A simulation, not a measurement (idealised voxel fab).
Documented hereafter: the process module known as voxel transistor to metal.
We display cut, a cross-section 270 nm in width whose square cells are each 5 nm.
For the purposes of this document, a cross-section shall be understood as a grid of square cells, specified as bands listed in top-to-bottom order, each band consisting of one or more rows of cells. Top, bottom (nm), then materials left to right with widths (nm); lone material tagged "throughout" fills the whole band edge to edge; "blank" = empty space. Height reference: 0 = level under which incoming wafer is all one material. Lowest band: no bottom, runs on downward, e.g. "from 0 down". Quick explanation for "30..40": the width changes in equal steps down the rows of cells, from the first number in the band's top row to the second number in its bottom row. Basically "nothing changed" means that step didn't change any cell in the cross-section. The list in "Closed void register" covers empty spaces of 8 cells or more that cannot reach the top through any open way, and it gives each as width x height at distance; the distance is from the left edge, and width, height and distance are in nm. Past the settings on a step's line: simulator remark, on that step. On any step carrying a mask, the "overlay nm" setting, if present on the step's line, tells how far right of its planned place the mask lay; negative values point to the left. Read the rest as pairs. Take the cross-section before one process step, then the cross-section after it, which shows only down to the lowest band that changed. Under the pair, find the step between them and its settings. Bear in mind that pairs may come from different runs of this module on the same starting wafer: link a pair to the pair above it only where its entry headed "Preceding state" says to.

## Preceding state
> from 90 to 85 = blank=30, SiCN=25, blank=45, SiCN=25, blank=20, SiCN=25, blank=45, SiCN=25, blank=30
> from 85 to 70 = blank=30, SiCN=5, Ru=15, SiCN=5, blank=45, SiCN=5, Ru=15, SiCN=5, blank=20, SiCN=5, Ru=15, SiCN=5, blank=45, SiCN=5, Ru=15, SiCN=5, blank=30
> from 70 to 65 = SiCN=35, TiN=15, SiCN=55, TiN=15, SiCN=30, TiN=15, SiCN=55, TiN=15, SiCN=35
> from 65 to 55 = W throughout
> from 55 to 50 = TiN=40, W=20, TiN=35, W=20, TiN=40, W=20, TiN=35, W=20, TiN=40
> from 50 to 40 = SiO2=35, TiN=5, W=20, TiN=5, SiO2=25, TiN=5, W=20, TiN=5, SiO2=30, TiN=5, W=20, TiN=5, SiO2=25, TiN=5, W=20, TiN=5, SiO2=35
> from 40 to 35 = SiO2=35, TiN=5, W=10, TiN=15, SiO2=25, TiN=15, W=10, TiN=5, SiO2=30, TiN=5, W=10, TiN=15, SiO2=25, TiN=15, W=10, TiN=5, SiO2=35
> from 35 to 25 = SiO2=35, TiN=5, W=10, TiN=5, SiN=10, SiO2=5, SiCN=15, SiO2=5, SiN=10, TiN=5, W=10, TiN=5, SiO2=30, TiN=5, W=10, TiN=5, SiN=10, SiO2=5, SiCN=15, SiO2=5, SiN=10, TiN=5, W=10, TiN=5, SiO2=35
> from 25 to 10 = SiO2=35, TiN=5, W=10, TiN=5, SiN=10, SiO2=5, polySi=15, SiO2=5, SiN=10, TiN=5, W=10, TiN=5, SiO2=30, TiN=5, W=10, TiN=5, SiN=10, SiO2=5, polySi=15, SiO2=5, SiN=10, TiN=5, W=10, TiN=5, SiO2=35
> from 10 to 5 = SiO2=35, TiN=20, SiN=10, SiO2=5, polySi=15, SiO2=5, SiN=10, TiN=20, SiO2=30, TiN=20, SiN=10, SiO2=5, polySi=15, SiO2=5, SiN=10, TiN=20, SiO2=35
> from 5 to 0 = SiO2=35, nSi=20, SiN=10, SiO2=5, polySi=15, SiO2=5, SiN=10, nSi=20, SiO2=30, nSi=20, SiN=10, SiO2=5, polySi=15, SiO2=5, SiN=10, nSi=20, SiO2=35
> from 0 to -5 = SiO2=30, SiN=10, nSi=15, SiN=10, SiO2=5, polySi=15, SiO2=5, SiN=10, nSi=15, SiN=10, SiO2=20, SiN=10, nSi=15, SiN=10, SiO2=5, polySi=15, SiO2=5, SiN=10, nSi=15, SiN=10, SiO2=30
> from -5 to -10 = SiO2=40, nSi=15, SiO2=45, nSi=15, SiO2=40, nSi=15, SiO2=45, nSi=15, SiO2=40
> from -10 to -25 = SiO2=35, Si=5, nSi=15, Si=45, nSi=15, Si=5, SiO2=30, Si=5, nSi=15, Si=45, nSi=15, Si=5, SiO2=35
> from -25 to -35 = SiO2=35, Si=85, SiO2=30, Si=85, SiO2=35
> from -35 down = Si throughout
> Closed void register: none

## Post-Process View
> from 95 to 90 = SiO2 throughout
> from 90 to 85 = SiO2=30, SiCN=25, SiO2=45, SiCN=25, SiO2=20, SiCN=25, SiO2=45, SiCN=25, SiO2=30
> from 85 to 70 = SiO2=30, SiCN=5, Ru=15, SiCN=5, SiO2=45, SiCN=5, Ru=15, SiCN=5, SiO2=20, SiCN=5, Ru=15, SiCN=5, SiO2=45, SiCN=5, Ru=15, SiCN=5, SiO2=30
> Below 70 it's all the same as before, nothing changed down there.
> Closed void register: none
Step that separates the before view from the after view above: FILL_DEP (material SiO2; thk nm 5)

Preceding state: = after-state of the pair above.

## Post-Process View
> from 70 to 65 = SiCN=35, TiN=15, SiCN=55, TiN=15, SiCN=30, TiN=15, SiCN=55, TiN=15, SiCN=35
> Below 65 it's all the same as before, nothing changed down there.
> Closed void register: none
Step that separates the before view from the after view above: CMP (height nm 70)

Preceding state: = after-state of the pair above.

## Post-Process View
> from 75 to 70 = SiCN throughout
> Below 70 it's all the same as before, nothing changed down there.
> Closed void register: none
Step that separates the before view from the after view above: CONFORMAL_DEP (material SiCN; thk nm 5)

## Preceding state
> from 35 to 30 = blank=55, SiN=10, blank=5, SiCN=15, blank=5, SiN=10, blank=70, SiN=10, blank=5, SiCN=15, blank=5, SiN=10, blank=55
> from 30 to 25 = blank=55, SiN=10, SiO2=5, SiCN=15, SiO2=5, SiN=10, blank=70, SiN=10, SiO2=5, SiCN=15, SiO2=5, SiN=10, blank=55
> from 25 to 0 = blank=55, SiN=10, SiO2=5, polySi=15, SiO2=5, SiN=10, blank=70, SiN=10, SiO2=5, polySi=15, SiO2=5, SiN=10, blank=55
> from 0 to -5 = blank=30, SiN=10, blank=15, SiN=10, SiO2=5, polySi=15, SiO2=5, SiN=10, blank=15, SiN=10, blank=20, SiN=10, blank=15, SiN=10, SiO2=5, polySi=15, SiO2=5, SiN=10, blank=15, SiN=10, blank=30
> from -5 to -10 = SiO2=40, blank=15, SiO2=45, blank=15, SiO2=40, blank=15, SiO2=45, blank=15, SiO2=40
> from -10 to -25 = SiO2=35, Si=5, blank=15, Si=45, blank=15, Si=5, SiO2=30, Si=5, blank=15, Si=45, blank=15, Si=5, SiO2=35
> from -25 to -35 = SiO2=35, Si=85, SiO2=30, Si=85, SiO2=35
> from -35 down = Si throughout
> Closed void register: none

## Post-Process View
> from 35 to 30 = blank=55, SiN=10, blank=5, SiCN=15, blank=5, SiN=10, blank=70, SiN=10, blank=5, SiCN=15, blank=5, SiN=10, blank=55
> from 30 to 25 = blank=55, SiN=10, SiO2=5, SiCN=15, SiO2=5, SiN=10, blank=70, SiN=10, SiO2=5, SiCN=15, SiO2=5, SiN=10, blank=55
> from 25 to 0 = blank=55, SiN=10, SiO2=5, polySi=15, SiO2=5, SiN=10, blank=70, SiN=10, SiO2=5, polySi=15, SiO2=5, SiN=10, blank=55
> from 0 to -5 = blank=30, SiN=10, blank=15, SiN=10, SiO2=5, polySi=15, SiO2=5, SiN=10, blank=15, SiN=10, blank=20, SiN=10, blank=15, SiN=10, SiO2=5, polySi=15, SiO2=5, SiN=10, blank=15, SiN=10, blank=30
> from -5 to -10 = SiO2=40, blank=15, SiO2=45, blank=15, SiO2=40, blank=15, SiO2=45, blank=15, SiO2=40
> from -10 to -35 = SiO2=35, Si=5, blank=15, Si=45, blank=15, Si=5, SiO2=30, Si=5, blank=15, Si=45, blank=15, Si=5, SiO2=35
> from -35 to -40 = Si=40, blank=15, Si=45, blank=15, Si=40, blank=15, Si=45, blank=15, Si=40
> Below -40 it's all the same as before, nothing changed down there.
> Closed void register: none
Step that separates the before view from the after view above: DIRECTIONAL_ETCH (etch materials Si; depth nm 15)

Preceding state: = after-state of the pair above.

## Post-Process View
> from 35 to 30 = blank=55, SiN=10, blank=5, SiCN=15, blank=5, SiN=10, blank=70, SiN=10, blank=5, SiCN=15, blank=5, SiN=10, blank=55
> from 30 to 25 = blank=55, SiN=10, SiO2=5, SiCN=15, SiO2=5, SiN=10, blank=70, SiN=10, SiO2=5, SiCN=15, SiO2=5, SiN=10, blank=55
> from 25 to 5 = blank=55, SiN=10, SiO2=5, polySi=15, SiO2=5, SiN=10, blank=70, SiN=10, SiO2=5, polySi=15, SiO2=5, SiN=10, blank=55
> from 5 to 0 = blank=35, nSi=20, SiN=10, SiO2=5, polySi=15, SiO2=5, SiN=10, nSi=20, blank=30, nSi=20, SiN=10, SiO2=5, polySi=15, SiO2=5, SiN=10, nSi=20, blank=35
> from 0 to -5 = blank=30, SiN=10, nSi=15, SiN=10, SiO2=5, polySi=15, SiO2=5, SiN=10, nSi=15, SiN=10, blank=20, SiN=10, nSi=15, SiN=10, SiO2=5, polySi=15, SiO2=5, SiN=10, nSi=15, SiN=10, blank=30
> from -5 to -10 = SiO2=40, nSi=15, SiO2=45, nSi=15, SiO2=40, nSi=15, SiO2=45, nSi=15, SiO2=40
> from -10 to -35 = SiO2=35, Si=5, nSi=15, Si=45, nSi=15, Si=5, SiO2=30, Si=5, nSi=15, Si=45, nSi=15, Si=5, SiO2=35
> from -35 to -40 = Si=40, nSi=15, Si=45, nSi=15, Si=40, nSi=15, Si=45, nSi=15, Si=40
> Below -40 it's all the same as before, nothing changed down there.
> Closed void register: none
Step that separates the before view from the after view above: EPI (material nSi; thk nm 15)

Preceding state: = after-state of the pair above.

## Post-Process View
> from 45 to 35 = SiO2 throughout
> from 35 to 25 = SiO2=55, SiN=10, SiO2=5, SiCN=15, SiO2=5, SiN=10, SiO2=70, SiN=10, SiO2=5, SiCN=15, SiO2=5, SiN=10, SiO2=55
> from 25 to 5 = SiO2=55, SiN=10, SiO2=5, polySi=15, SiO2=5, SiN=10, SiO2=70, SiN=10, SiO2=5, polySi=15, SiO2=5, SiN=10, SiO2=55
> from 5 to 0 = SiO2=35, nSi=20, SiN=10, SiO2=5, polySi=15, SiO2=5, SiN=10, nSi=20, SiO2=30, nSi=20, SiN=10, SiO2=5, polySi=15, SiO2=5, SiN=10, nSi=20, SiO2=35
> from 0 to -5 = SiO2=30, SiN=10, nSi=15, SiN=10, SiO2=5, polySi=15, SiO2=5, SiN=10, nSi=15, SiN=10, SiO2=20, SiN=10, nSi=15, SiN=10, SiO2=5, polySi=15, SiO2=5, SiN=10, nSi=15, SiN=10, SiO2=30
> Below -5 it's all the same as before, nothing changed down there.
> Closed void register: none
Step that separates the before view from the after view above: FILL_DEP (material SiO2; thk nm 10)

Preceding state: = after-state of the pair above.

## Post-Process View
> from 35 to 25 = SiO2=55, SiN=10, SiO2=5, SiCN=15, SiO2=5, SiN=10, SiO2=70, SiN=10, SiO2=5, SiCN=15, SiO2=5, SiN=10, SiO2=55
> Below 25 it's all the same as before, nothing changed down there.
> Closed void register: none
Step that separates the before view from the after view above: CMP (height nm 35)

Preceding state: = after-state of the pair above.

## Post-Process View
> from 50 to 35 = SiO2 throughout
> Below 35 it's all the same as before, nothing changed down there.
> Closed void register: none
Step that separates the before view from the after view above: DIRECTIONAL_DEP (material SiO2; thk nm 15)

Preceding state: = after-state of the pair above.

## Post-Process View
> from 65 to 50 = aC throughout
> Below 50 it's all the same as before, nothing changed down there.
> Closed void register: none
Step that separates the before view from the after view above: DIRECTIONAL_DEP (material aC; thk nm 15)

Preceding state: = after-state of the pair above.

## Post-Process View
> from 100 to 65 = resist=35, blank=30, resist=25, blank=30, resist=30, blank=30, resist=25, blank=30, resist=35
> Below 65 it's all the same as before, nothing changed down there.
> Closed void register: none
Step that separates the before view from the after view above: PATTERN (tone open; mask id CONTACT; material resist; width nm 30; thk nm 35; overlay nm 0)

Preceding state: = after-state of the pair above.

## Post-Process View
> from 85 to 65 = resist=35, blank=30, resist=25, blank=30, resist=30, blank=30, resist=25, blank=30, resist=35
> from 65 to 50 = aC=35, blank=30, aC=25, blank=30, aC=30, blank=30, aC=25, blank=30, aC=35
> Below 50 it's all the same as before, nothing changed down there.
> Closed void register: none
Step that separates the before view from the after view above: DIRECTIONAL_ETCH (etch materials aC; depth nm 15)

Preceding state: = after-state of the pair above.

## Post-Process View
> from 65 to 50 = aC=35, blank=30, aC=25, blank=30, aC=30, blank=30, aC=25, blank=30, aC=35
> Below 50 it's all the same as before, nothing changed down there.
> Closed void register: none
Step that separates the before view from the after view above: STRIP (etch materials resist)

Preceding state: = after-state of the pair above.

## Post-Process View
> from 65 to 50 = aC=35, blank=30, aC=25, blank=30, aC=30, blank=30, aC=25, blank=30, aC=35
> from 50 to 35 = SiO2=35, blank=30, SiO2=25, blank=30, SiO2=30, blank=30, SiO2=25, blank=30, SiO2=35
> from 35 to 25 = SiO2=35, blank=20, SiN=10, SiO2=5, SiCN=15, SiO2=5, SiN=10, blank=20, SiO2=30, blank=20, SiN=10, SiO2=5, SiCN=15, SiO2=5, SiN=10, blank=20, SiO2=35
> from 25 to 5 = SiO2=35, blank=20, SiN=10, SiO2=5, polySi=15, SiO2=5, SiN=10, blank=20, SiO2=30, blank=20, SiN=10, SiO2=5, polySi=15, SiO2=5, SiN=10, blank=20, SiO2=35
> Below 5 it's all the same as before, nothing changed down there.
> Closed void register: none
Step that separates the before view from the after view above: DIRECTIONAL_ETCH (etch materials SiO2; depth nm 45)

Preceding state: = after-state of the pair above.

## Post-Process View
> from 50 to 35 = SiO2=35, blank=30, SiO2=25, blank=30, SiO2=30, blank=30, SiO2=25, blank=30, SiO2=35
> Below 35 it's all the same as before, nothing changed down there.
> Closed void register: none
Step that separates the before view from the after view above: STRIP (etch materials aC)

Preceding state: = after-state of the pair above.

## Post-Process View
> from 55 to 50 = TiN=40, blank=20, TiN=35, blank=20, TiN=40, blank=20, TiN=35, blank=20, TiN=40
> from 50 to 40 = SiO2=35, TiN=5, blank=20, TiN=5, SiO2=25, TiN=5, blank=20, TiN=5, SiO2=30, TiN=5, blank=20, TiN=5, SiO2=25, TiN=5, blank=20, TiN=5, SiO2=35
> from 40 to 35 = SiO2=35, TiN=5, blank=10, TiN=15, SiO2=25, TiN=15, blank=10, TiN=5, SiO2=30, TiN=5, blank=10, TiN=15, SiO2=25, TiN=15, blank=10, TiN=5, SiO2=35
> from 35 to 25 = SiO2=35, TiN=5, blank=10, TiN=5, SiN=10, SiO2=5, SiCN=15, SiO2=5, SiN=10, TiN=5, blank=10, TiN=5, SiO2=30, TiN=5, blank=10, TiN=5, SiN=10, SiO2=5, SiCN=15, SiO2=5, SiN=10, TiN=5, blank=10, TiN=5, SiO2=35
> from 25 to 10 = SiO2=35, TiN=5, blank=10, TiN=5, SiN=10, SiO2=5, polySi=15, SiO2=5, SiN=10, TiN=5, blank=10, TiN=5, SiO2=30, TiN=5, blank=10, TiN=5, SiN=10, SiO2=5, polySi=15, SiO2=5, SiN=10, TiN=5, blank=10, TiN=5, SiO2=35
> from 10 to 5 = SiO2=35, TiN=20, SiN=10, SiO2=5, polySi=15, SiO2=5, SiN=10, TiN=20, SiO2=30, TiN=20, SiN=10, SiO2=5, polySi=15, SiO2=5, SiN=10, TiN=20, SiO2=35
> Below 5 it's all the same as before, nothing changed down there.
> Closed void register: none
Step that separates the before view from the after view above: CONFORMAL_DEP (material TiN; thk nm 5)

Preceding state: = after-state of the pair above.

## Post-Process View
> from 65 to 55 = W throughout
> from 55 to 50 = TiN=40, W=20, TiN=35, W=20, TiN=40, W=20, TiN=35, W=20, TiN=40
> from 50 to 40 = SiO2=35, TiN=5, W=20, TiN=5, SiO2=25, TiN=5, W=20, TiN=5, SiO2=30, TiN=5, W=20, TiN=5, SiO2=25, TiN=5, W=20, TiN=5, SiO2=35
> from 40 to 35 = SiO2=35, TiN=5, W=10, TiN=15, SiO2=25, TiN=15, W=10, TiN=5, SiO2=30, TiN=5, W=10, TiN=15, SiO2=25, TiN=15, W=10, TiN=5, SiO2=35
> from 35 to 25 = SiO2=35, TiN=5, W=10, TiN=5, SiN=10, SiO2=5, SiCN=15, SiO2=5, SiN=10, TiN=5, W=10, TiN=5, SiO2=30, TiN=5, W=10, TiN=5, SiN=10, SiO2=5, SiCN=15, SiO2=5, SiN=10, TiN=5, W=10, TiN=5, SiO2=35
> from 25 to 10 = SiO2=35, TiN=5, W=10, TiN=5, SiN=10, SiO2=5, polySi=15, SiO2=5, SiN=10, TiN=5, W=10, TiN=5, SiO2=30, TiN=5, W=10, TiN=5, SiN=10, SiO2=5, polySi=15, SiO2=5, SiN=10, TiN=5, W=10, TiN=5, SiO2=35
> Below 10 it's all the same as before, nothing changed down there.
> Closed void register: none
Step that separates the before view from the after view above: FILL_DEP (material W; thk nm 10)

Preceding state: = after-state of the pair above.

## Post-Process View
> from 50 to 40 = SiO2=35, TiN=5, W=20, TiN=5, SiO2=25, TiN=5, W=20, TiN=5, SiO2=30, TiN=5, W=20, TiN=5, SiO2=25, TiN=5, W=20, TiN=5, SiO2=35
> Below 40 it's all the same as before, nothing changed down there.
> Closed void register: none
Step that separates the before view from the after view above: CMP (height nm 50)

Preceding state: = after-state of the pair above.

## Post-Process View
> from 55 to 50 = TiN throughout
> Below 50 it's all the same as before, nothing changed down there.
> Closed void register: none
Step that separates the before view from the after view above: DIRECTIONAL_DEP (material TiN; thk nm 5)

Preceding state: = after-state of the pair above.

## Post-Process View
> from 70 to 55 = Ru throughout
> Below 55 it's all the same as before, nothing changed down there.
> Closed void register: none
Step that separates the before view from the after view above: DIRECTIONAL_DEP (material Ru; thk nm 15)

Preceding state: = after-state of the pair above.

## Post-Process View
> from 70 to 55 = blank=35, Ru=15, blank=55, Ru=15, blank=30, Ru=15, blank=55, Ru=15, blank=35
> Below 55 it's all the same as before, nothing changed down there.
> Closed void register: none
Step that separates the before view from the after view above: MASKED_ETCH (tone cover; mask id METAL_1; width nm 15; etch materials Ru; depth nm 15; overlay nm 0)

Preceding state: = after-state of the pair above.

## Post-Process View
> from 70 to 55 = blank=35, Ru=15, blank=55, Ru=15, blank=30, Ru=15, blank=55, Ru=15, blank=35
> from 55 to 50 = blank=35, TiN=15, blank=55, TiN=15, blank=30, TiN=15, blank=55, TiN=15, blank=35
> Below 50 it's all the same as before, nothing changed down there.
> Closed void register: none
Step that separates the before view from the after view above: MASKED_ETCH (tone cover; mask id METAL_1; width nm 15; etch materials TiN; depth nm 5; overlay nm 0)

Preceding state: = after-state of the pair above.

## Post-Process View
> from 75 to 70 = blank=30, SiCN=25, blank=45, SiCN=25, blank=20, SiCN=25, blank=45, SiCN=25, blank=30
> from 70 to 55 = blank=30, SiCN=5, Ru=15, SiCN=5, blank=45, SiCN=5, Ru=15, SiCN=5, blank=20, SiCN=5, Ru=15, SiCN=5, blank=45, SiCN=5, Ru=15, SiCN=5, blank=30
> from 55 to 50 = SiCN=35, TiN=15, SiCN=55, TiN=15, SiCN=30, TiN=15, SiCN=55, TiN=15, SiCN=35
> Below 50 it's all the same as before, nothing changed down there.
> Closed void register: none
Step that separates the before view from the after view above: CONFORMAL_DEP (material SiCN; thk nm 5)

Preceding state: = after-state of the pair above.

## Post-Process View
> from 80 to 75 = SiO2 throughout
> from 75 to 70 = SiO2=30, SiCN=25, SiO2=45, SiCN=25, SiO2=20, SiCN=25, SiO2=45, SiCN=25, SiO2=30
> from 70 to 55 = SiO2=30, SiCN=5, Ru=15, SiCN=5, SiO2=45, SiCN=5, Ru=15, SiCN=5, SiO2=20, SiCN=5, Ru=15, SiCN=5, SiO2=45, SiCN=5, Ru=15, SiCN=5, SiO2=30
> Below 55 it's all the same as before, nothing changed down there.
> Closed void register: none
Step that separates the before view from the after view above: FILL_DEP (material SiO2; thk nm 5)

Preceding state: = after-state of the pair above.

## Post-Process View
> from 70 to 55 = SiO2=30, SiCN=5, Ru=15, SiCN=5, SiO2=45, SiCN=5, Ru=15, SiCN=5, SiO2=20, SiCN=5, Ru=15, SiCN=5, SiO2=45, SiCN=5, Ru=15, SiCN=5, SiO2=30
> Below 55 it's all the same as before, nothing changed down there.
> Closed void register: none
Step that separates the before view from the after view above: CMP (height nm 70)

Preceding state: = after-state of the pair above.

## Post-Process View
> from 75 to 70 = SiCN throughout
> Below 70 it's all the same as before, nothing changed down there.
> Closed void register: none
Step that separates the before view from the after view above: CONFORMAL_DEP (material SiCN; thk nm 5)

## Preceding state
> from 50 to 40 = SiO2=35, TiN=5, W=20, TiN=5, SiO2=25, TiN=5, W=20, TiN=5, SiO2=30, TiN=5, W=20, TiN=5, SiO2=25, TiN=5, W=20, TiN=5, SiO2=35
> from 40 to 35 = SiO2=35, TiN=5, W=10, TiN=15, SiO2=25, TiN=15, W=10, TiN=5, SiO2=30, TiN=5, W=10, TiN=15, SiO2=25, TiN=15, W=10, TiN=5, SiO2=35
> from 35 to 25 = SiO2=35, TiN=5, W=10, TiN=5, SiN=10, SiO2=5, SiCN=15, SiO2=5, SiN=10, TiN=5, W=10, TiN=5, SiO2=30, TiN=5, W=10, TiN=5, SiN=10, SiO2=5, SiCN=15, SiO2=5, SiN=10, TiN=5, W=10, TiN=5, SiO2=35
> from 25 to 10 = SiO2=35, TiN=5, W=10, TiN=5, SiN=10, SiO2=5, polySi=15, SiO2=5, SiN=10, TiN=5, W=10, TiN=5, SiO2=30, TiN=5, W=10, TiN=5, SiN=10, SiO2=5, polySi=15, SiO2=5, SiN=10, TiN=5, W=10, TiN=5, SiO2=35
> from 10 to 5 = SiO2=35, TiN=20, SiN=10, SiO2=5, polySi=15, SiO2=5, SiN=10, TiN=20, SiO2=30, TiN=20, SiN=10, SiO2=5, polySi=15, SiO2=5, SiN=10, TiN=20, SiO2=35
> from 5 to 0 = SiO2=35, nSi=20, SiN=10, SiO2=5, polySi=15, SiO2=5, SiN=10, nSi=20, SiO2=30, nSi=20, SiN=10, SiO2=5, polySi=15, SiO2=5, SiN=10, nSi=20, SiO2=35
> from 0 to -5 = SiO2=30, SiN=10, nSi=15, SiN=10, SiO2=5, polySi=15, SiO2=5, SiN=10, nSi=15, SiN=10, SiO2=20, SiN=10, nSi=15, SiN=10, SiO2=5, polySi=15, SiO2=5, SiN=10, nSi=15, SiN=10, SiO2=30
> from -5 to -10 = SiO2=40, nSi=15, SiO2=45, nSi=15, SiO2=40, nSi=15, SiO2=45, nSi=15, SiO2=40
> from -10 to -25 = SiO2=35, Si=5, nSi=15, Si=45, nSi=15, Si=5, SiO2=30, Si=5, nSi=15, Si=45, nSi=15, Si=5, SiO2=35
> from -25 to -35 = SiO2=35, Si=85, SiO2=30, Si=85, SiO2=35
> from -35 down = Si throughout
> Closed void register: none

## Post-Process View
> from 65 to 50 = Ru throughout
> Below 50 it's all the same as before, nothing changed down there.
> Closed void register: none
Step that separates the before view from the after view above: DIRECTIONAL_DEP (material Ru; thk nm 15)

Preceding state: = after-state of the pair above.

## Post-Process View
> from 70 to 65 = TiN throughout
> Below 65 it's all the same as before, nothing changed down there.
> Closed void register: none
Step that separates the before view from the after view above: DIRECTIONAL_DEP (material TiN; thk nm 5)

Preceding state: = after-state of the pair above.

## Post-Process View
> from 70 to 65 = blank=35, TiN=15, blank=55, TiN=15, blank=30, TiN=15, blank=55, TiN=15, blank=35
> Below 65 it's all the same as before, nothing changed down there.
> Closed void register: none
Step that separates the before view from the after view above: MASKED_ETCH (tone cover; mask id METAL_1; width nm 15; etch materials TiN; depth nm 5; overlay nm 0)

Preceding state: = after-state of the pair above.

## Post-Process View
> from 75 to 70 = blank=30, SiCN=25, blank=45, SiCN=25, blank=20, SiCN=25, blank=45, SiCN=25, blank=30
> from 70 to 65 = SiCN=35, TiN=15, SiCN=55, TiN=15, SiCN=30, TiN=15, SiCN=55, TiN=15, SiCN=35
> Below 65 it's all the same as before, nothing changed down there.
> Closed void register: none
Step that separates the before view from the after view above: CONFORMAL_DEP (material SiCN; thk nm 5)

Preceding state: = after-state of the pair above.

## Post-Process View
> from 80 to 75 = SiO2 throughout
> from 75 to 70 = SiO2=30, SiCN=25, SiO2=45, SiCN=25, SiO2=20, SiCN=25, SiO2=45, SiCN=25, SiO2=30
> Below 70 it's all the same as before, nothing changed down there.
> Closed void register: none
Step that separates the before view from the after view above: FILL_DEP (material SiO2; thk nm 5)

Preceding state: = after-state of the pair above.

## Post-Process View
> from 70 to 65 = SiCN=35, TiN=15, SiCN=55, TiN=15, SiCN=30, TiN=15, SiCN=55, TiN=15, SiCN=35
> Below 65 it's all the same as before, nothing changed down there.
> Closed void register: none
Step that separates the before view from the after view above: CMP (height nm 70)

Preceding state: = after-state of the pair above.

## Post-Process View
> from 75 to 70 = SiCN throughout
> Below 70 it's all the same as before, nothing changed down there.
> Closed void register: none
Step that separates the before view from the after view above: CONFORMAL_DEP (material SiCN; thk nm 5)

## Preceding state
> from 50 to 40 = SiO2=35, TiN=5, W=20, TiN=5, SiO2=25, TiN=5, W=20, TiN=5, SiO2=30, TiN=5, W=20, TiN=5, SiO2=25, TiN=5, W=20, TiN=5, SiO2=35
> from 40 to 35 = SiO2=35, TiN=5, W=10, TiN=15, SiO2=25, TiN=15, W=10, TiN=5, SiO2=30, TiN=5, W=10, TiN=15, SiO2=25, TiN=15, W=10, TiN=5, SiO2=35
> from 35 to 25 = SiO2=35, TiN=5, W=10, TiN=5, SiN=10, SiO2=5, SiCN=15, SiO2=5, SiN=10, TiN=5, W=10, TiN=5, SiO2=30, TiN=5, W=10, TiN=5, SiN=10, SiO2=5, SiCN=15, SiO2=5, SiN=10, TiN=5, W=10, TiN=5, SiO2=35
> from 25 to 10 = SiO2=35, TiN=5, W=10, TiN=5, SiN=10, SiO2=5, polySi=15, SiO2=5, SiN=10, TiN=5, W=10, TiN=5, SiO2=30, TiN=5, W=10, TiN=5, SiN=10, SiO2=5, polySi=15, SiO2=5, SiN=10, TiN=5, W=10, TiN=5, SiO2=35
> from 10 to 5 = SiO2=35, TiN=20, SiN=10, SiO2=5, polySi=15, SiO2=5, SiN=10, TiN=20, SiO2=30, TiN=20, SiN=10, SiO2=5, polySi=15, SiO2=5, SiN=10, TiN=20, SiO2=35
> from 5 to 0 = SiO2=35, nSi=20, SiN=10, SiO2=5, polySi=15, SiO2=5, SiN=10, nSi=20, SiO2=30, nSi=20, SiN=10, SiO2=5, polySi=15, SiO2=5, SiN=10, nSi=20, SiO2=35
> from 0 to -5 = SiO2=30, SiN=10, nSi=15, SiN=10, SiO2=5, polySi=15, SiO2=5, SiN=10, nSi=15, SiN=10, SiO2=20, SiN=10, nSi=15, SiN=10, SiO2=5, polySi=15, SiO2=5, SiN=10, nSi=15, SiN=10, SiO2=30
> from -5 to -10 = SiO2=40, nSi=15, SiO2=45, nSi=15, SiO2=40, nSi=15, SiO2=45, nSi=15, SiO2=40
> from -10 to -25 = SiO2=35, Si=5, nSi=15, Si=45, nSi=15, Si=5, SiO2=30, Si=5, nSi=15, Si=45, nSi=15, Si=5, SiO2=35
> from -25 to -35 = SiO2=35, Si=85, SiO2=30, Si=85, SiO2=35
> from -35 down = Si throughout
> Closed void register: none

## Post-Process View
> from 65 to 50 = TiN throughout
> Below 50 it's all the same as before, nothing changed down there.
> Closed void register: none
Step that separates the before view from the after view above: DIRECTIONAL_DEP (material TiN; thk nm 15)

Preceding state: = after-state of the pair above.

## Post-Process View
> from 80 to 65 = Ru throughout
> Below 65 it's all the same as before, nothing changed down there.
> Closed void register: none
Step that separates the before view from the after view above: DIRECTIONAL_DEP (material Ru; thk nm 15)

Preceding state: = after-state of the pair above.

## Post-Process View
> from 80 to 65 = blank=35, Ru=15, blank=55, Ru=15, blank=30, Ru=15, blank=55, Ru=15, blank=35
> Below 65 it's all the same as before, nothing changed down there.
> Closed void register: none
Step that separates the before view from the after view above: MASKED_ETCH (tone cover; mask id METAL_1; width nm 15; etch materials Ru; depth nm 15; overlay nm 0)

Preceding state: = after-state of the pair above.

## Post-Process View
> from 80 to 65 = blank=35, Ru=15, blank=55, Ru=15, blank=30, Ru=15, blank=55, Ru=15, blank=35
> from 65 to 60 = blank=35, TiN=15, blank=55, TiN=15, blank=30, TiN=15, blank=55, TiN=15, blank=35
> Below 60 it's all the same as before, nothing changed down there.
> Closed void register: none
Step that separates the before view from the after view above: MASKED_ETCH (tone cover; mask id METAL_1; width nm 15; etch materials TiN; depth nm 5; overlay nm 0)

Preceding state: = after-state of the pair above.

## Post-Process View
> from 85 to 80 = blank=30, SiCN=25, blank=45, SiCN=25, blank=20, SiCN=25, blank=45, SiCN=25, blank=30
> from 80 to 65 = blank=30, SiCN=5, Ru=15, SiCN=5, blank=45, SiCN=5, Ru=15, SiCN=5, blank=20, SiCN=5, Ru=15, SiCN=5, blank=45, SiCN=5, Ru=15, SiCN=5, blank=30
> from 65 to 60 = SiCN=35, TiN=15, SiCN=55, TiN=15, SiCN=30, TiN=15, SiCN=55, TiN=15, SiCN=35
> Below 60 it's all the same as before, nothing changed down there.
> Closed void register: none
Step that separates the before view from the after view above: CONFORMAL_DEP (material SiCN; thk nm 5)

Preceding state: = after-state of the pair above.

## Post-Process View
> from 90 to 85 = SiO2 throughout
> from 85 to 80 = SiO2=30, SiCN=25, SiO2=45, SiCN=25, SiO2=20, SiCN=25, SiO2=45, SiCN=25, SiO2=30
> from 80 to 65 = SiO2=30, SiCN=5, Ru=15, SiCN=5, SiO2=45, SiCN=5, Ru=15, SiCN=5, SiO2=20, SiCN=5, Ru=15, SiCN=5, SiO2=45, SiCN=5, Ru=15, SiCN=5, SiO2=30
> Below 65 it's all the same as before, nothing changed down there.
> Closed void register: none
Step that separates the before view from the after view above: FILL_DEP (material SiO2; thk nm 5)
